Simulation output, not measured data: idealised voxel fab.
process module | voxel spacer lines
cross-section cut | 200 nm wide | cells 5 nm
A cross-section is a grid of square cells, given in bands from the top down. A band is one or more rows of cells.
Each band's line starts with the height of the band's top and of its bottom, in nm. Then come its materials from left to right, each with its width in nm. One material with "throughout" fills the band from edge to edge. "air" is empty space.
Height 0 is the level under which the wafer as received is all one material. The lowest band goes on downwards, as in "0 down".
A width such as "30 to 40" changes by the same amount from each row of cells to the next, from the band's top row to its bottom row.
"no change" after a step means that no cell of the cross-section changed.
closed voids: empty space of 8 cells or more with no open way to the top, each as width x height at its distance from the left edge, in nm
after a step's settings: what the simulator itself notes on the step
overlay nm, on a step with a mask: how far to the right of its planned place the mask lay; to the left if negative
plan
1 op RECEIVE | material Si
2 op CONFORMAL_DEP | material Al2O3 | thk nm 10
3 op DIRECTIONAL_DEP | material TiN | thk nm 20
4 op DIRECTIONAL_DEP | material polySi | thk nm 30
5 op PATTERN | tone cover | mask id MANDREL | material resist | width nm 20 | pitch nm 60 | thk nm 35 | overlay nm 0
6 op DIRECTIONAL_ETCH | etch materials polySi | depth nm 30
7 op STRIP | etch materials resist
8 op CONFORMAL_DEP | material SiO2 | thk nm 10
9 op DIRECTIONAL_ETCH | etch materials SiO2 | depth nm 10
10 op STRIP | etch materials polySi
11 op DIRECTIONAL_ETCH | etch materials TiN | depth nm 20
12 op STRIP | etch materials SiO2
13 op FILL_DEP | material lowk | thk nm 5
14 op CMP | height nm 30
as received, after step 1
  0 down: Si throughout
  closed voids: none
a wafer at the end: this start, this plan, one mistake
  30 to 10: lowk 55 | TiN 10 | lowk 20 | TiN 10 | lowk 20 | TiN 10 | lowk 20 | TiN 10 | lowk 45
  10 to 0: Al2O3 throughout
  0 down: Si throughout
  closed voids: none
what went wrong: step 5 ran as: op PATTERN | tone cover | mask id MANDREL | material resist | width nm 20 | pitch nm 60 | thk nm 35 | overlay nm 5
